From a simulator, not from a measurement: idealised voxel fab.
The name of this process module is voxel transistor to metal.
cross-section cut | 300 nm wide | cells 5 nm
In what follows, cross-sections appear as grids of square cells, described through bands that run from the top down, where every band is one or more rows of cells.
Band: top and bottom heights (nm) first, top before bottom; then materials from left to right, widths in nm. "all across" marks a sole material filling the band edge to edge. "blank" denotes empty space.
Measure heights from 0. That's the level where, below it, the as-received wafer is all one material. The lowest band is bottomless and extends downward; write it as in "from 0 down".
A width given as "30 to 40" starts at the first number in the band's top row and ends at the second number in its bottom row, shifting by an equal amount at every step from row to row.
Given "nothing different" for a step, no cell of the cross-section differs between before and after that step.
The entry "Closed void table" lists the empty spaces that cover at least 8 cells and have no open path to the top. Each is written as width x height at distance, where the distance is measured from the left edge and all three values are in nm.
after a step's settings: what the simulator itself notes on the step
Steps that use a mask can have "overlay nm" on their line. It says how far the mask sat to the right of where it was meant to be. Negative means to the left.
## Here's what the planned process steps look like
1 RECEIVE [material Si]
2 OXIDIZE [depth nm 5]
3 CONFORMAL_DEP [material SiN] [thk nm 15]
4 PATTERN [tone cover] [mask id ACTIVE] [material resist] [width nm 95] [pitch nm 115] [thk nm 20] [overlay nm 0]
5 DIRECTIONAL_ETCH [etch materials SiN] [depth nm 15]
6 DIRECTIONAL_ETCH [etch materials SiO2] [depth nm 5]
7 DIRECTIONAL_ETCH [etch materials Si] [depth nm 35]
8 STRIP [etch materials resist]
9 FILL_DEP [material SiO2] [thk nm 15]
10 CMP [height nm 15]
11 SELECTIVE_ETCH [etch materials SiO2] [depth nm 10]
12 STRIP [etch materials SiN]
13 SELECTIVE_ETCH [etch materials SiO2] [depth nm 5]
14 OXIDIZE [depth nm 5]
15 DIRECTIONAL_DEP [material polySi] [thk nm 20]
16 DIRECTIONAL_DEP [material SiCN] [thk nm 10]
17 PATTERN [tone cover] [mask id GATE] [material resist] [width nm 25] [pitch nm 115] [thk nm 15] [overlay nm 0]
18 DIRECTIONAL_ETCH [etch materials SiCN] [depth nm 20]
19 DIRECTIONAL_ETCH [etch materials polySi] [depth nm 30]
20 STRIP [etch materials resist]
21 CONFORMAL_DEP [material SiN] [thk nm 5]
22 DIRECTIONAL_ETCH [etch materials SiN] [depth nm 5]
23 DIRECTIONAL_ETCH [etch materials SiO2] [depth nm 5]
24 EPI [material SiGe] [thk nm 5]
25 FILL_DEP [material SiO2] [thk nm 10]
26 CMP [height nm 15]
27 STRIP [etch materials polySi]
28 SELECTIVE_ETCH [etch materials SiO2] [depth nm 5]
29 CONFORMAL_DEP [material HfO2] [thk nm 5]
30 CONFORMAL_DEP [material TiN] [thk nm 5]
31 FILL_DEP [material W] [thk nm 10]
32 CMP [height nm 10]
33 DIRECTIONAL_DEP [material SiO2] [thk nm 10]
34 DIRECTIONAL_DEP [material aC] [thk nm 10]
35 PATTERN [tone open] [mask id CONTACT] [material resist] [width nm 15] [thk nm 30] [overlay nm 0]
36 DIRECTIONAL_ETCH [etch materials aC] [depth nm 10]
37 STRIP [etch materials resist]
38 DIRECTIONAL_ETCH [etch materials SiO2] [depth nm 25]
39 STRIP [etch materials aC]
40 CONFORMAL_DEP [material TiN] [thk nm 5]
41 FILL_DEP [material Ru] [thk nm 5]
42 CMP [height nm 20]
43 CONFORMAL_DEP [material SiN] [thk nm 5]
44 DIRECTIONAL_DEP [material SiO2] [thk nm 25]
45 MASKED_ETCH [tone open] [mask id METAL_1] [width nm 15] [etch materials SiO2] [depth nm 25] [overlay nm 0]
46 MASKED_ETCH [tone open] [mask id METAL_1] [width nm 15] [etch materials SiN] [depth nm 5] [overlay nm 0]
47 CONFORMAL_DEP [material TiN] [thk nm 5]
48 FILL_DEP [material Ru] [thk nm 10]
49 CMP [height nm 50]
50 CONFORMAL_DEP [material SiCN] [thk nm 5]
51 DIRECTIONAL_DEP [material lowk] [thk nm 30]
52 DIRECTIONAL_DEP [material aC] [thk nm 10]
53 PATTERN [tone open] [mask id METAL_2] [material resist] [width nm 15] [pitch nm 115] [thk nm 25] [overlay nm -15]
54 DIRECTIONAL_ETCH [etch materials aC] [depth nm 10]
55 STRIP [etch materials resist]
56 DIRECTIONAL_ETCH [etch materials lowk] [depth nm 20]
57 STRIP [etch materials aC]
58 DIRECTIONAL_DEP [material aC] [thk nm 15]
59 PATTERN [tone open] [mask id METAL_2_HOLES] [material resist] [width nm 15] [pitch nm 115] [thk nm 30] [overlay nm 0]
60 DIRECTIONAL_ETCH [etch materials aC] [depth nm 15]
61 STRIP [etch materials resist]
62 DIRECTIONAL_ETCH [etch materials lowk] [depth nm 10]
63 DIRECTIONAL_ETCH [etch materials SiCN] [depth nm 5]
64 STRIP [etch materials aC]
65 CONFORMAL_DEP [material TiN] [thk nm 5]
66 FILL_DEP [material Ru] [thk nm 10]
67 CMP [height nm 85]
68 CONFORMAL_DEP [material SiN] [thk nm 5]
The wafers are alike at the start. At step 53, their overlay nm differs. The plan lists the first wafer's value.
## Cross-sectional view of the first of several wafers in the as-received condition, corresponding to the state following step 1
> from 0 down: Si all across
> Closed void table: none
## First wafer of several, cross-section, module end, after step 68 (last)
> from 90 to 85: SiN all across
> from 85 to 75: 35 of lowk, 5 of TiN, 20 to 5 of Ru, 5 to 20 of TiN, 85 of lowk, 5 of TiN, 20 to 5 of Ru, 5 to 20 of TiN, 120 of lowk
> from 75 to 70: 35 of lowk, 5 of TiN, 5 of Ru, 5 of TiN, 100 of lowk, 5 of TiN, 5 of Ru, 5 of TiN, 135 of lowk
> from 70 to 65: 35 of lowk, 15 of TiN, 100 of lowk, 15 of TiN, 135 of lowk
> from 65 to 55: lowk all across
> from 55 to 50: SiCN all across
> from 50 to 25: 50 of SiO2, 5 of TiN, 5 of Ru, 5 of TiN, 55 of SiO2, 5 of TiN, 5 of Ru, 5 of TiN, 30 of SiO2, 5 of TiN, 5 of Ru, 5 of TiN, 55 of SiO2, 5 of TiN, 5 of Ru, 5 of TiN, 50 of SiO2
> from 25 to 20: 50 of SiN, 15 of TiN, 55 of SiN, 15 of TiN, 30 of SiN, 15 of TiN, 55 of SiN, 15 of TiN, 50 of SiN
> from 20 to 10: 50 of SiO2, 5 of TiN, 5 of Ru, 5 of TiN, 55 of SiO2, 5 of TiN, 5 of Ru, 5 of TiN, 30 of SiO2, 5 of TiN, 5 of Ru, 5 of TiN, 55 of SiO2, 5 of TiN, 5 of Ru, 5 of TiN, 50 of SiO2
> from 10 to 0: 50 of SiO2, 5 of TiN, 5 of Ru, 5 of TiN, 10 of SiO2, 5 of SiN, 5 of HfO2, 5 of TiN, 5 of W, 5 of TiN, 5 of HfO2, 5 of SiN, 10 of SiO2, 5 of TiN, 5 of Ru, 5 of TiN, 30 of SiO2, 5 of TiN, 5 of Ru, 5 of TiN, 10 of SiO2, 5 of SiN, 5 of HfO2, 5 of TiN, 5 of W, 5 of TiN, 5 of HfO2, 5 of SiN, 10 of SiO2, 5 of TiN, 5 of Ru, 5 of TiN, 50 of SiO2
> from 0 to -5: 40 of SiO2, 5 of SiN, 5 of SiO2, 15 of TiN, 10 of SiO2, 5 of SiN, 5 of HfO2, 15 of TiN, 5 of HfO2, 5 of SiN, 10 of SiO2, 15 of TiN, 5 of SiO2, 5 of SiN, 10 of SiO2, 5 of SiN, 5 of SiO2, 15 of TiN, 10 of SiO2, 5 of SiN, 5 of HfO2, 15 of TiN, 5 of HfO2, 5 of SiN, 10 of SiO2, 15 of TiN, 5 of SiO2, 5 of SiN, 40 of SiO2
> from -5 to -10: 45 of SiO2, 30 of SiGe, 35 of HfO2, 30 of SiGe, 20 of SiO2, 30 of SiGe, 35 of HfO2, 30 of SiGe, 45 of SiO2
> from -10 to -40: 45 of SiO2, 95 of Si, 20 of SiO2, 95 of Si, 45 of SiO2
> from -40 down: Si all across
> Closed void table: none
## Of the several wafers, the last: cross-section at the end of the module
> from 90 to 85: SiN all across
> from 85 to 75: 50 of lowk, 5 to 20 of TiN, 20 to 5 of Ru, 5 of TiN, 85 of lowk, 5 to 20 of TiN, 20 to 5 of Ru, 5 of TiN, 105 of lowk
> from 75 to 70: 65 of lowk, 5 of TiN, 5 of Ru, 5 of TiN, 100 of lowk, 5 of TiN, 5 of Ru, 5 of TiN, 105 of lowk
> from 70 to 65: 65 of lowk, 15 of TiN, 100 of lowk, 15 of TiN, 105 of lowk
> from 65 to 55: lowk all across
> from 55 to 50: SiCN all across
> from 50 to 25: 50 of SiO2, 5 of TiN, 5 of Ru, 5 of TiN, 55 of SiO2, 5 of TiN, 5 of Ru, 5 of TiN, 30 of SiO2, 5 of TiN, 5 of Ru, 5 of TiN, 55 of SiO2, 5 of TiN, 5 of Ru, 5 of TiN, 50 of SiO2
> from 25 to 20: 50 of SiN, 15 of TiN, 55 of SiN, 15 of TiN, 30 of SiN, 15 of TiN, 55 of SiN, 15 of TiN, 50 of SiN
> from 20 to 10: 50 of SiO2, 5 of TiN, 5 of Ru, 5 of TiN, 55 of SiO2, 5 of TiN, 5 of Ru, 5 of TiN, 30 of SiO2, 5 of TiN, 5 of Ru, 5 of TiN, 55 of SiO2, 5 of TiN, 5 of Ru, 5 of TiN, 50 of SiO2
> from 10 to 0: 50 of SiO2, 5 of TiN, 5 of Ru, 5 of TiN, 10 of SiO2, 5 of SiN, 5 of HfO2, 5 of TiN, 5 of W, 5 of TiN, 5 of HfO2, 5 of SiN, 10 of SiO2, 5 of TiN, 5 of Ru, 5 of TiN, 30 of SiO2, 5 of TiN, 5 of Ru, 5 of TiN, 10 of SiO2, 5 of SiN, 5 of HfO2, 5 of TiN, 5 of W, 5 of TiN, 5 of HfO2, 5 of SiN, 10 of SiO2, 5 of TiN, 5 of Ru, 5 of TiN, 50 of SiO2
> from 0 to -5: 40 of SiO2, 5 of SiN, 5 of SiO2, 15 of TiN, 10 of SiO2, 5 of SiN, 5 of HfO2, 15 of TiN, 5 of HfO2, 5 of SiN, 10 of SiO2, 15 of TiN, 5 of SiO2, 5 of SiN, 10 of SiO2, 5 of SiN, 5 of SiO2, 15 of TiN, 10 of SiO2, 5 of SiN, 5 of HfO2, 15 of TiN, 5 of HfO2, 5 of SiN, 10 of SiO2, 15 of TiN, 5 of SiO2, 5 of SiN, 40 of SiO2
> from -5 to -10: 45 of SiO2, 30 of SiGe, 35 of HfO2, 30 of SiGe, 20 of SiO2, 30 of SiGe, 35 of HfO2, 30 of SiGe, 45 of SiO2
> from -10 to -40: 45 of SiO2, 95 of Si, 20 of SiO2, 95 of Si, 45 of SiO2
> from -40 down: Si all across
> Closed void table: none
## Below is a per-wafer table. In it, each row describes the wafer at the end of the module by giving, for each material, the number of cells gained (+) or lost (-) since the wafer was received, and after that the closed voids of the wafer
overlay nm -15, +26 HfO2, +48 Ru, -252 Si, +60 SiCN, +24 SiGe, +124 SiN, +588 SiO2, +134 TiN, +4 W, +324 lowk, Closed void table: none
overlay nm -10, +26 HfO2, +46 Ru, -252 Si, +58 SiCN, +24 SiGe, +124 SiN, +588 SiO2, +138 TiN, +4 W, +324 lowk, Closed void table: none
overlay nm -5, +26 HfO2, +44 Ru, -252 Si, +56 SiCN, +24 SiGe, +124 SiN, +588 SiO2, +142 TiN, +4 W, +324 lowk, Closed void table: none
overlay nm 0, +26 HfO2, +48 Ru, -252 Si, +54 SiCN, +24 SiGe, +124 SiN, +588 SiO2, +140 TiN, +4 W, +324 lowk, Closed void table: none
overlay nm 5, +26 HfO2, +44 Ru, -252 Si, +56 SiCN, +24 SiGe, +124 SiN, +588 SiO2, +142 TiN, +4 W, +324 lowk, Closed void table: none
overlay nm 10, +26 HfO2, +46 Ru, -252 Si, +58 SiCN, +24 SiGe, +124 SiN, +588 SiO2, +138 TiN, +4 W, +324 lowk, Closed void table: none
overlay nm 15, +26 HfO2, +48 Ru, -252 Si, +60 SiCN, +24 SiGe, +124 SiN, +588 SiO2, +134 TiN, +4 W, +324 lowk, Closed void table: none
